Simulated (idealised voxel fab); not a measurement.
process module | voxel plated lines
cross-section cut | 300 nm wide | cells 5 nm
A cross-section is a grid of square cells, given in bands from the top down. A band is one or more rows of cells.
Each band's line starts with the height of the band's top and of its bottom, in nm. Then come its materials from left to right, each with its width in nm. One material with "throughout" fills the band from edge to edge. "air" is empty space.
Height 0 is the level under which the wafer as received is all one material. The lowest band goes on downwards, as in "0 down".
A width such as "30 to 40" changes by the same amount from each row of cells to the next, from the band's top row to its bottom row.
"no change" after a step means that no cell of the cross-section changed.
closed voids: empty space of 8 cells or more with no open way to the top, each as width x height at its distance from the left edge, in nm
after a step's settings: what the simulator itself notes on the step
overlay nm, on a step with a mask: how far to the right of its planned place the mask lay; to the left if negative
plan
1 op RECEIVE | material Si
2 op CONFORMAL_DEP | material Al2O3 | thk nm 5
3 op DIRECTIONAL_DEP | material TiN | thk nm 5
4 op PATTERN | tone open | mask id LINES | material resist | width nm 20 | pitch nm 35 | thk nm 25 | overlay nm 0
5 op EPI | material Ru | thk nm 10
6 op EPI | material Ru | thk nm 10
7 op STRIP | etch materials resist
8 op DIRECTIONAL_ETCH | etch materials TiN | depth nm 5
9 op CONFORMAL_DEP | material SiN | thk nm 5
first wafer, as planned
as received, after step 1
  0 down: Si throughout
  closed voids: none
after step 2
  5 to 0: Al2O3 throughout
  below 0: unchanged
after step 3
  10 to 5: TiN throughout
  below 5: unchanged
after step 4
  35 to 10: resist 85 | air 20 | resist 15 | air 20 | resist 15 | air 20 | resist 15 | air 20 | resist 90
  below 10: unchanged
after step 5
  35 to 20: resist 85 | air 20 | resist 15 | air 20 | resist 15 | air 20 | resist 15 | air 20 | resist 90
  20 to 10: resist 85 | Ru 20 | resist 15 | Ru 20 | resist 15 | Ru 20 | resist 15 | Ru 20 | resist 90
  below 10: unchanged
after step 6
  35 to 30: resist 85 | air 20 | resist 15 | air 20 | resist 15 | air 20 | resist 15 | air 20 | resist 90
  30 to 10: resist 85 | Ru 20 | resist 15 | Ru 20 | resist 15 | Ru 20 | resist 15 | Ru 20 | resist 90
  below 10: unchanged
after step 7
  30 to 10: air 85 | Ru 20 | air 15 | Ru 20 | air 15 | Ru 20 | air 15 | Ru 20 | air 90
  below 10: unchanged
after step 8
  30 to 10: air 85 | Ru 20 | air 15 | Ru 20 | air 15 | Ru 20 | air 15 | Ru 20 | air 90
  10 to 5: air 85 | TiN 20 | air 15 | TiN 20 | air 15 | TiN 20 | air 15 | TiN 20 | air 90
  below 5: unchanged
after step 9
  35 to 30: air 80 | SiN 30 | air 5 | SiN 30 | air 5 | SiN 30 | air 5 | SiN 30 | air 85
  30 to 10: air 80 | SiN 5 | Ru 20 | SiN 5 | air 5 | SiN 5 | Ru 20 | SiN 5 | air 5 | SiN 5 | Ru 20 | SiN 5 | air 5 | SiN 5 | Ru 20 | SiN 5 | air 85
  10 to 5: SiN 85 | TiN 20 | SiN 15 | TiN 20 | SiN 15 | TiN 20 | SiN 15 | TiN 20 | SiN 90
  below 5: unchanged
second wafer: like start, like plan, one mistake. Through step 1 it matches the first wafer
when step 2 should have ended
  15 to 0: Al2O3 throughout
  below 0: unchanged
when step 3 should have ended
  20 to 15: TiN throughout
  below 15: unchanged
when step 4 should have ended
  45 to 20: resist 85 | air 20 | resist 15 | air 20 | resist 15 | air 20 | resist 15 | air 20 | resist 90
  below 20: unchanged
when step 5 should have ended
  45 to 30: resist 85 | air 20 | resist 15 | air 20 | resist 15 | air 20 | resist 15 | air 20 | resist 90
  30 to 20: resist 85 | Ru 20 | resist 15 | Ru 20 | resist 15 | Ru 20 | resist 15 | Ru 20 | resist 90
  below 20: unchanged
when step 6 should have ended
  45 to 40: resist 85 | air 20 | resist 15 | air 20 | resist 15 | air 20 | resist 15 | air 20 | resist 90
  40 to 20: resist 85 | Ru 20 | resist 15 | Ru 20 | resist 15 | Ru 20 | resist 15 | Ru 20 | resist 90
  below 20: unchanged
when step 7 should have ended
  40 to 20: air 85 | Ru 20 | air 15 | Ru 20 | air 15 | Ru 20 | air 15 | Ru 20 | air 90
  below 20: unchanged
when step 8 should have ended
  40 to 20: air 85 | Ru 20 | air 15 | Ru 20 | air 15 | Ru 20 | air 15 | Ru 20 | air 90
  20 to 15: air 85 | TiN 20 | air 15 | TiN 20 | air 15 | TiN 20 | air 15 | TiN 20 | air 90
  below 15: unchanged
when step 9 should have ended
  45 to 40: air 80 | SiN 30 | air 5 | SiN 30 | air 5 | SiN 30 | air 5 | SiN 30 | air 85
  40 to 20: air 80 | SiN 5 | Ru 20 | SiN 5 | air 5 | SiN 5 | Ru 20 | SiN 5 | air 5 | SiN 5 | Ru 20 | SiN 5 | air 5 | SiN 5 | Ru 20 | SiN 5 | air 85
  20 to 15: SiN 85 | TiN 20 | SiN 15 | TiN 20 | SiN 15 | TiN 20 | SiN 15 | TiN 20 | SiN 90
  below 15: unchanged
what went wrong: step 2 ran as: op CONFORMAL_DEP | material Al2O3 | thk nm 15
at the end the second wafer has, in cells: 120 more of Al2O3
